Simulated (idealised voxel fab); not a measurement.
Presented below is a process module, voxel gate over fins.
Cross-section cut: width 235 nm, square cells of 5 nm.
Format of a cross-section: grid, square cells. Given as bands. Order: top down. Band: one or more rows of cells. Basically the band line says how high the top is and how high the bottom is, in nm, and then what's in it from left to right, every material with its width in nm. Empty space shows up as "blank", and if a single material carries "throughout" it runs the full band edge to edge. Height datum 0, below which the as-received substrate wafer is one material. Lowest band open at the bottom, running downward: "0 down". Think of "30->40" as a width that walks from the first number to the second as you go down the band, top row to bottom row, taking equal-sized steps from row to row. "no change" means the step left every cell of the cross-section as it was. Entry "Closed void inventory". Content: empty spaces with no open connection to the top, size 8 cells or greater. Each: width x height at distance. Distance: from left edge. Unit: nm. If you see something after the settings on a step's line, that's the simulator's own remark about that step. overlay nm, on a step with a mask: how far to the right of its planned place the mask lay; to the left if negative.

Intended process steps:
| 1 | op RECEIVE | material Si |
| 2 | op CONFORMAL_DEP | material SiN | thk nm 5 |
| 3 | op MASKED_ETCH | tone cover | mask id FINS | width nm 15 | pitch nm 55 | etch materials SiN | depth nm 5 | overlay nm 0 |
| 4 | op MASKED_ETCH | tone cover | mask id FINS | width nm 15 | pitch nm 55 | etch materials Si | depth nm 40 | overlay nm 0 |
| 5 | op OXIDIZE | depth nm 5 |
| 6 | op FILL_DEP | material SiO2 | thk nm 5 |
| 7 | op CMP | height nm 5 |
| 8 | op MASKED_ETCH | tone open | mask id RAIL | width nm 15 | etch materials SiO2 | depth nm 40 | overlay nm 0 |
| 9 | op CONFORMAL_DEP | material TiN | thk nm 5 |
| 10 | op FILL_DEP | material W | thk nm 5 |
| 11 | op CMP | height nm 5 |
| 12 | op SELECTIVE_ETCH | etch materials W Ru TiN | depth nm 25 |
| 13 | op FILL_DEP | material SiO2 | thk nm 5 |
| 14 | op CMP | height nm 5 |
| 15 | op SELECTIVE_ETCH | etch materials SiO2 | depth nm 15 |
| 16 | op STRIP | etch materials SiN |
| 17 | op CONFORMAL_DEP | material HfO2 | thk nm 5 |
| 18 | op CONFORMAL_DEP | material TiN | thk nm 5 |
| 19 | op CONFORMAL_DEP | material TiAl | thk nm 5 |
| 20 | op CONFORMAL_DEP | material TiN | thk nm 5 |
| 21 | op FILL_DEP | material W | thk nm 10 |
| 22 | op CMP | height nm 25 |
| 23 | op CONFORMAL_DEP | material SiN | thk nm 10 |

First wafer of two (run as planned):

As received (post step 1): cross-section:
- 0 down  Si throughout
- Closed void inventory: none

Step 2 complete: cross-section through the wafer:
- 5 to 0  SiN throughout
- Below 0 it's all the same as before, nothing changed down there.

Step 3 complete: cross-section through the wafer:
- 5 to 0  55 nm blank | 15 nm SiN | 40 nm blank | 15 nm SiN | 40 nm blank | 15 nm SiN | 55 nm blank
- Below 0 it's all the same as before, nothing changed down there.

Step 4 complete: cross-section through the wafer:
- 5 to 0  55 nm blank | 15 nm SiN | 40 nm blank | 15 nm SiN | 40 nm blank | 15 nm SiN | 55 nm blank
- 0 to -40  55 nm blank | 15 nm Si | 40 nm blank | 15 nm Si | 40 nm blank | 15 nm Si | 55 nm blank
- Below -40 it's all the same as before, nothing changed down there.

Step 5 complete: cross-section through the wafer:
- 5 to 0  55 nm blank | 15 nm SiN | 40 nm blank | 15 nm SiN | 40 nm blank | 15 nm SiN | 55 nm blank
- 0 to -40  55 nm blank | 5 nm SiO2 | 5 nm Si | 5 nm SiO2 | 40 nm blank | 5 nm SiO2 | 5 nm Si | 5 nm SiO2 | 40 nm blank | 5 nm SiO2 | 5 nm Si | 5 nm SiO2 | 55 nm blank
- -40 to -45  60 nm SiO2 | 5 nm Si | 50 nm SiO2 | 5 nm Si | 50 nm SiO2 | 5 nm Si | 60 nm SiO2
- Below -45 it's all the same as before, nothing changed down there.

Step 6 complete: cross-section through the wafer:
- 10 to 5  SiO2 throughout
- 5 to 0  55 nm SiO2 | 15 nm SiN | 40 nm SiO2 | 15 nm SiN | 40 nm SiO2 | 15 nm SiN | 55 nm SiO2
- 0 to -45  60 nm SiO2 | 5 nm Si | 50 nm SiO2 | 5 nm Si | 50 nm SiO2 | 5 nm Si | 60 nm SiO2
- Below -45 it's all the same as before, nothing changed down there.

Step 7 complete: cross-section through the wafer:
- 5 to 0  55 nm SiO2 | 15 nm SiN | 40 nm SiO2 | 15 nm SiN | 40 nm SiO2 | 15 nm SiN | 55 nm SiO2
- Below 0 it's all the same as before, nothing changed down there.

Step 8 complete: cross-section through the wafer:
- 5 to 0  55 nm SiO2 | 15 nm SiN | 10 nm SiO2 | 15 nm blank | 15 nm SiO2 | 15 nm SiN | 40 nm SiO2 | 15 nm SiN | 55 nm SiO2
- 0 to -35  60 nm SiO2 | 5 nm Si | 15 nm SiO2 | 15 nm blank | 20 nm SiO2 | 5 nm Si | 50 nm SiO2 | 5 nm Si | 60 nm SiO2
- Below -35 it's all the same as before, nothing changed down there.

Step 9 complete: cross-section through the wafer:
- 10 to 5  85 nm TiN | 5 nm blank | 145 nm TiN
- 5 to 0  55 nm SiO2 | 15 nm SiN | 10 nm SiO2 | 5 nm TiN | 5 nm blank | 5 nm TiN | 15 nm SiO2 | 15 nm SiN | 40 nm SiO2 | 15 nm SiN | 55 nm SiO2
- 0 to -30  60 nm SiO2 | 5 nm Si | 15 nm SiO2 | 5 nm TiN | 5 nm blank | 5 nm TiN | 20 nm SiO2 | 5 nm Si | 50 nm SiO2 | 5 nm Si | 60 nm SiO2
- -30 to -35  60 nm SiO2 | 5 nm Si | 15 nm SiO2 | 15 nm TiN | 20 nm SiO2 | 5 nm Si | 50 nm SiO2 | 5 nm Si | 60 nm SiO2
- Below -35 it's all the same as before, nothing changed down there.

Step 10 complete: cross-section through the wafer:
- 15 to 10  W throughout
- 10 to 5  85 nm TiN | 5 nm W | 145 nm TiN
- 5 to 0  55 nm SiO2 | 15 nm SiN | 10 nm SiO2 | 5 nm TiN | 5 nm W | 5 nm TiN | 15 nm SiO2 | 15 nm SiN | 40 nm SiO2 | 15 nm SiN | 55 nm SiO2
- 0 to -30  60 nm SiO2 | 5 nm Si | 15 nm SiO2 | 5 nm TiN | 5 nm W | 5 nm TiN | 20 nm SiO2 | 5 nm Si | 50 nm SiO2 | 5 nm Si | 60 nm SiO2
- Below -30 it's all the same as before, nothing changed down there.

Step 11 complete: cross-section through the wafer:
- 5 to 0  55 nm SiO2 | 15 nm SiN | 10 nm SiO2 | 5 nm TiN | 5 nm W | 5 nm TiN | 15 nm SiO2 | 15 nm SiN | 40 nm SiO2 | 15 nm SiN | 55 nm SiO2
- Below 0 it's all the same as before, nothing changed down there.

Step 12 complete: cross-section through the wafer:
- 5 to 0  55 nm SiO2 | 15 nm SiN | 10 nm SiO2 | 15 nm blank | 15 nm SiO2 | 15 nm SiN | 40 nm SiO2 | 15 nm SiN | 55 nm SiO2
- 0 to -20  60 nm SiO2 | 5 nm Si | 15 nm SiO2 | 15 nm blank | 20 nm SiO2 | 5 nm Si | 50 nm SiO2 | 5 nm Si | 60 nm SiO2
- Below -20 it's all the same as before, nothing changed down there.

Step 13 complete: cross-section through the wafer:
- 10 to 5  SiO2 throughout
- 5 to 0  55 nm SiO2 | 15 nm SiN | 40 nm SiO2 | 15 nm SiN | 40 nm SiO2 | 15 nm SiN | 55 nm SiO2
- 0 to -20  60 nm SiO2 | 5 nm Si | 50 nm SiO2 | 5 nm Si | 50 nm SiO2 | 5 nm Si | 60 nm SiO2
- Below -20 it's all the same as before, nothing changed down there.

Step 14 complete: cross-section through the wafer:
- 5 to 0  55 nm SiO2 | 15 nm SiN | 40 nm SiO2 | 15 nm SiN | 40 nm SiO2 | 15 nm SiN | 55 nm SiO2
- Below 0 it's all the same as before, nothing changed down there.

Step 15 complete: cross-section through the wafer:
- 5 to 0  55 nm blank | 15 nm SiN | 40 nm blank | 15 nm SiN | 40 nm blank | 15 nm SiN | 55 nm blank
- 0 to -10  60 nm blank | 5 nm Si | 50 nm blank | 5 nm Si | 50 nm blank | 5 nm Si | 60 nm blank
- Below -10 it's all the same as before, nothing changed down there.

Step 16 complete: cross-section through the wafer:
- 0 to -10  60 nm blank | 5 nm Si | 50 nm blank | 5 nm Si | 50 nm blank | 5 nm Si | 60 nm blank
- Below -10 it's all the same as before, nothing changed down there.

Step 17 complete: cross-section through the wafer:
- 5 to 0  55 nm blank | 15 nm HfO2 | 40 nm blank | 15 nm HfO2 | 40 nm blank | 15 nm HfO2 | 55 nm blank
- 0 to -5  55 nm blank | 5 nm HfO2 | 5 nm Si | 5 nm HfO2 | 40 nm blank | 5 nm HfO2 | 5 nm Si | 5 nm HfO2 | 40 nm blank | 5 nm HfO2 | 5 nm Si | 5 nm HfO2 | 55 nm blank
- -5 to -10  60 nm HfO2 | 5 nm Si | 50 nm HfO2 | 5 nm Si | 50 nm HfO2 | 5 nm Si | 60 nm HfO2
- Below -10 it's all the same as before, nothing changed down there.

Step 18 complete: cross-section through the wafer:
- 10 to 5  50 nm blank | 25 nm TiN | 30 nm blank | 25 nm TiN | 30 nm blank | 25 nm TiN | 50 nm blank
- 5 to 0  50 nm blank | 5 nm TiN | 15 nm HfO2 | 5 nm TiN | 30 nm blank | 5 nm TiN | 15 nm HfO2 | 5 nm TiN | 30 nm blank | 5 nm TiN | 15 nm HfO2 | 5 nm TiN | 50 nm blank
- 0 to -5  55 nm TiN | 5 nm HfO2 | 5 nm Si | 5 nm HfO2 | 40 nm TiN | 5 nm HfO2 | 5 nm Si | 5 nm HfO2 | 40 nm TiN | 5 nm HfO2 | 5 nm Si | 5 nm HfO2 | 55 nm TiN
- Below -5 it's all the same as before, nothing changed down there.

Step 19 complete: cross-section through the wafer:
- 15 to 10  45 nm blank | 35 nm TiAl | 20 nm blank | 35 nm TiAl | 20 nm blank | 35 nm TiAl | 45 nm blank
- 10 to 5  45 nm blank | 5 nm TiAl | 25 nm TiN | 5 nm TiAl | 20 nm blank | 5 nm TiAl | 25 nm TiN | 5 nm TiAl | 20 nm blank | 5 nm TiAl | 25 nm TiN | 5 nm TiAl | 45 nm blank
- 5 to 0  50 nm TiAl | 5 nm TiN | 15 nm HfO2 | 5 nm TiN | 30 nm TiAl | 5 nm TiN | 15 nm HfO2 | 5 nm TiN | 30 nm TiAl | 5 nm TiN | 15 nm HfO2 | 5 nm TiN | 50 nm TiAl
- Below 0 it's all the same as before, nothing changed down there.

Step 20 complete: cross-section through the wafer:
- 20 to 15  40 nm blank | 45 nm TiN | 10 nm blank | 45 nm TiN | 10 nm blank | 45 nm TiN | 40 nm blank
- 15 to 10  40 nm blank | 5 nm TiN | 35 nm TiAl | 5 nm TiN | 10 nm blank | 5 nm TiN | 35 nm TiAl | 5 nm TiN | 10 nm blank | 5 nm TiN | 35 nm TiAl | 5 nm TiN | 40 nm blank
- 10 to 5  45 nm TiN | 5 nm TiAl | 25 nm TiN | 5 nm TiAl | 20 nm TiN | 5 nm TiAl | 25 nm TiN | 5 nm TiAl | 20 nm TiN | 5 nm TiAl | 25 nm TiN | 5 nm TiAl | 45 nm TiN
- Below 5 it's all the same as before, nothing changed down there.

Step 21 complete: cross-section through the wafer:
- 30 to 20  W throughout
- 20 to 15  40 nm W | 45 nm TiN | 10 nm W | 45 nm TiN | 10 nm W | 45 nm TiN | 40 nm W
- 15 to 10  40 nm W | 5 nm TiN | 35 nm TiAl | 5 nm TiN | 10 nm W | 5 nm TiN | 35 nm TiAl | 5 nm TiN | 10 nm W | 5 nm TiN | 35 nm TiAl | 5 nm TiN | 40 nm W
- Below 10 it's all the same as before, nothing changed down there.

Step 22 complete: cross-section through the wafer:
- 25 to 20  W throughout
- Below 20 it's all the same as before, nothing changed down there.

Step 23 complete: cross-section through the wafer:
- 35 to 25  SiN throughout
- Below 25 it's all the same as before, nothing changed down there.

The Second Wafer: Common Origin and Plan, One Mistake in Execution, Identical to the First Through Step 3:

X-section, second wafer, when step 4 was due to finish:
- 5 to 0  55 nm blank | 15 nm SiN | 40 nm blank | 15 nm SiN | 40 nm blank | 15 nm SiN | 55 nm blank
- 0 to -80  55 nm blank | 15 nm Si | 40 nm blank | 15 nm Si | 40 nm blank | 15 nm Si | 55 nm blank
- Below -80 it's all the same as before, nothing changed down there.

X-section, second wafer, when step 5 was due to finish:
- 5 to 0  55 nm blank | 15 nm SiN | 40 nm blank | 15 nm SiN | 40 nm blank | 15 nm SiN | 55 nm blank
- 0 to -80  55 nm blank | 5 nm SiO2 | 5 nm Si | 5 nm SiO2 | 40 nm blank | 5 nm SiO2 | 5 nm Si | 5 nm SiO2 | 40 nm blank | 5 nm SiO2 | 5 nm Si | 5 nm SiO2 | 55 nm blank
- -80 to -85  60 nm SiO2 | 5 nm Si | 50 nm SiO2 | 5 nm Si | 50 nm SiO2 | 5 nm Si | 60 nm SiO2
- Below -85 it's all the same as before, nothing changed down there.

X-section, second wafer, when step 6 was due to finish:
- 10 to 5  SiO2 throughout
- 5 to 0  55 nm SiO2 | 15 nm SiN | 40 nm SiO2 | 15 nm SiN | 40 nm SiO2 | 15 nm SiN | 55 nm SiO2
- 0 to -85  60 nm SiO2 | 5 nm Si | 50 nm SiO2 | 5 nm Si | 50 nm SiO2 | 5 nm Si | 60 nm SiO2
- Below -85 it's all the same as before, nothing changed down there.

X-section, second wafer, when step 7 was due to finish:
- 5 to 0  55 nm SiO2 | 15 nm SiN | 40 nm SiO2 | 15 nm SiN | 40 nm SiO2 | 15 nm SiN | 55 nm SiO2
- Below 0 it's all the same as before, nothing changed down there.

X-section, second wafer, when step 8 was due to finish:
- 5 to 0  55 nm SiO2 | 15 nm SiN | 10 nm SiO2 | 15 nm blank | 15 nm SiO2 | 15 nm SiN | 40 nm SiO2 | 15 nm SiN | 55 nm SiO2
- 0 to -35  60 nm SiO2 | 5 nm Si | 15 nm SiO2 | 15 nm blank | 20 nm SiO2 | 5 nm Si | 50 nm SiO2 | 5 nm Si | 60 nm SiO2
- Below -35 it's all the same as before, nothing changed down there.

X-section, second wafer, when step 9 was due to finish:
- 10 to 5  85 nm TiN | 5 nm blank | 145 nm TiN
- 5 to 0  55 nm SiO2 | 15 nm SiN | 10 nm SiO2 | 5 nm TiN | 5 nm blank | 5 nm TiN | 15 nm SiO2 | 15 nm SiN | 40 nm SiO2 | 15 nm SiN | 55 nm SiO2
- 0 to -30  60 nm SiO2 | 5 nm Si | 15 nm SiO2 | 5 nm TiN | 5 nm blank | 5 nm TiN | 20 nm SiO2 | 5 nm Si | 50 nm SiO2 | 5 nm Si | 60 nm SiO2
- -30 to -35  60 nm SiO2 | 5 nm Si | 15 nm SiO2 | 15 nm TiN | 20 nm SiO2 | 5 nm Si | 50 nm SiO2 | 5 nm Si | 60 nm SiO2
- Below -35 it's all the same as before, nothing changed down there.

X-section, second wafer, when step 10 was due to finish:
- 15 to 10  W throughout
- 10 to 5  85 nm TiN | 5 nm W | 145 nm TiN
- 5 to 0  55 nm SiO2 | 15 nm SiN | 10 nm SiO2 | 5 nm TiN | 5 nm W | 5 nm TiN | 15 nm SiO2 | 15 nm SiN | 40 nm SiO2 | 15 nm SiN | 55 nm SiO2
- 0 to -30  60 nm SiO2 | 5 nm Si | 15 nm SiO2 | 5 nm TiN | 5 nm W | 5 nm TiN | 20 nm SiO2 | 5 nm Si | 50 nm SiO2 | 5 nm Si | 60 nm SiO2
- Below -30 it's all the same as before, nothing changed down there.

X-section, second wafer, when step 11 was due to finish:
- 5 to 0  55 nm SiO2 | 15 nm SiN | 10 nm SiO2 | 5 nm TiN | 5 nm W | 5 nm TiN | 15 nm SiO2 | 15 nm SiN | 40 nm SiO2 | 15 nm SiN | 55 nm SiO2
- Below 0 it's all the same as before, nothing changed down there.

X-section, second wafer, when step 12 was due to finish:
- 5 to 0  55 nm SiO2 | 15 nm SiN | 10 nm SiO2 | 15 nm blank | 15 nm SiO2 | 15 nm SiN | 40 nm SiO2 | 15 nm SiN | 55 nm SiO2
- 0 to -20  60 nm SiO2 | 5 nm Si | 15 nm SiO2 | 15 nm blank | 20 nm SiO2 | 5 nm Si | 50 nm SiO2 | 5 nm Si | 60 nm SiO2
- Below -20 it's all the same as before, nothing changed down there.

X-section, second wafer, when step 13 was due to finish:
- 10 to 5  SiO2 throughout
- 5 to 0  55 nm SiO2 | 15 nm SiN | 40 nm SiO2 | 15 nm SiN | 40 nm SiO2 | 15 nm SiN | 55 nm SiO2
- 0 to -20  60 nm SiO2 | 5 nm Si | 50 nm SiO2 | 5 nm Si | 50 nm SiO2 | 5 nm Si | 60 nm SiO2
- Below -20 it's all the same as before, nothing changed down there.

X-section, second wafer, when step 14 was due to finish:
- 5 to 0  55 nm SiO2 | 15 nm SiN | 40 nm SiO2 | 15 nm SiN | 40 nm SiO2 | 15 nm SiN | 55 nm SiO2
- Below 0 it's all the same as before, nothing changed down there.

X-section, second wafer, when step 15 was due to finish:
- 5 to 0  55 nm blank | 15 nm SiN | 40 nm blank | 15 nm SiN | 40 nm blank | 15 nm SiN | 55 nm blank
- 0 to -10  60 nm blank | 5 nm Si | 50 nm blank | 5 nm Si | 50 nm blank | 5 nm Si | 60 nm blank
- Below -10 it's all the same as before, nothing changed down there.

X-section, second wafer, when step 16 was due to finish:
- 0 to -10  60 nm blank | 5 nm Si | 50 nm blank | 5 nm Si | 50 nm blank | 5 nm Si | 60 nm blank
- Below -10 it's all the same as before, nothing changed down there.

X-section, second wafer, when step 17 was due to finish:
- 5 to 0  55 nm blank | 15 nm HfO2 | 40 nm blank | 15 nm HfO2 | 40 nm blank | 15 nm HfO2 | 55 nm blank
- 0 to -5  55 nm blank | 5 nm HfO2 | 5 nm Si | 5 nm HfO2 | 40 nm blank | 5 nm HfO2 | 5 nm Si | 5 nm HfO2 | 40 nm blank | 5 nm HfO2 | 5 nm Si | 5 nm HfO2 | 55 nm blank
- -5 to -10  60 nm HfO2 | 5 nm Si | 50 nm HfO2 | 5 nm Si | 50 nm HfO2 | 5 nm Si | 60 nm HfO2
- Below -10 it's all the same as before, nothing changed down there.

X-section, second wafer, when step 18 was due to finish:
- 10 to 5  50 nm blank | 25 nm TiN | 30 nm blank | 25 nm TiN | 30 nm blank | 25 nm TiN | 50 nm blank
- 5 to 0  50 nm blank | 5 nm TiN | 15 nm HfO2 | 5 nm TiN | 30 nm blank | 5 nm TiN | 15 nm HfO2 | 5 nm TiN | 30 nm blank | 5 nm TiN | 15 nm HfO2 | 5 nm TiN | 50 nm blank
- 0 to -5  55 nm TiN | 5 nm HfO2 | 5 nm Si | 5 nm HfO2 | 40 nm TiN | 5 nm HfO2 | 5 nm Si | 5 nm HfO2 | 40 nm TiN | 5 nm HfO2 | 5 nm Si | 5 nm HfO2 | 55 nm TiN
- Below -5 it's all the same as before, nothing changed down there.

X-section, second wafer, when step 19 was due to finish:
- 15 to 10  45 nm blank | 35 nm TiAl | 20 nm blank | 35 nm TiAl | 20 nm blank | 35 nm TiAl | 45 nm blank
- 10 to 5  45 nm blank | 5 nm TiAl | 25 nm TiN | 5 nm TiAl | 20 nm blank | 5 nm TiAl | 25 nm TiN | 5 nm TiAl | 20 nm blank | 5 nm TiAl | 25 nm TiN | 5 nm TiAl | 45 nm blank
- 5 to 0  50 nm TiAl | 5 nm TiN | 15 nm HfO2 | 5 nm TiN | 30 nm TiAl | 5 nm TiN | 15 nm HfO2 | 5 nm TiN | 30 nm TiAl | 5 nm TiN | 15 nm HfO2 | 5 nm TiN | 50 nm TiAl
- Below 0 it's all the same as before, nothing changed down there.

X-section, second wafer, when step 20 was due to finish:
- 20 to 15  40 nm blank | 45 nm TiN | 10 nm blank | 45 nm TiN | 10 nm blank | 45 nm TiN | 40 nm blank
- 15 to 10  40 nm blank | 5 nm TiN | 35 nm TiAl | 5 nm TiN | 10 nm blank | 5 nm TiN | 35 nm TiAl | 5 nm TiN | 10 nm blank | 5 nm TiN | 35 nm TiAl | 5 nm TiN | 40 nm blank
- 10 to 5  45 nm TiN | 5 nm TiAl | 25 nm TiN | 5 nm TiAl | 20 nm TiN | 5 nm TiAl | 25 nm TiN | 5 nm TiAl | 20 nm TiN | 5 nm TiAl | 25 nm TiN | 5 nm TiAl | 45 nm TiN
- Below 5 it's all the same as before, nothing changed down there.

X-section, second wafer, when step 21 was due to finish:
- 30 to 20  W throughout
- 20 to 15  40 nm W | 45 nm TiN | 10 nm W | 45 nm TiN | 10 nm W | 45 nm TiN | 40 nm W
- 15 to 10  40 nm W | 5 nm TiN | 35 nm TiAl | 5 nm TiN | 10 nm W | 5 nm TiN | 35 nm TiAl | 5 nm TiN | 10 nm W | 5 nm TiN | 35 nm TiAl | 5 nm TiN | 40 nm W
- Below 10 it's all the same as before, nothing changed down there.

X-section, second wafer, when step 22 was due to finish:
- 25 to 20  W throughout
- Below 20 it's all the same as before, nothing changed down there.

X-section, second wafer, when step 23 was due to finish:
- 35 to 25  SiN throughout
- Below 25 it's all the same as before, nothing changed down there.
What broke from the plan during processing? step 4 from the plan got run twice
Count the cells at the end and the second wafer has more or fewer of some materials than the first: Si -352; SiO2 +352
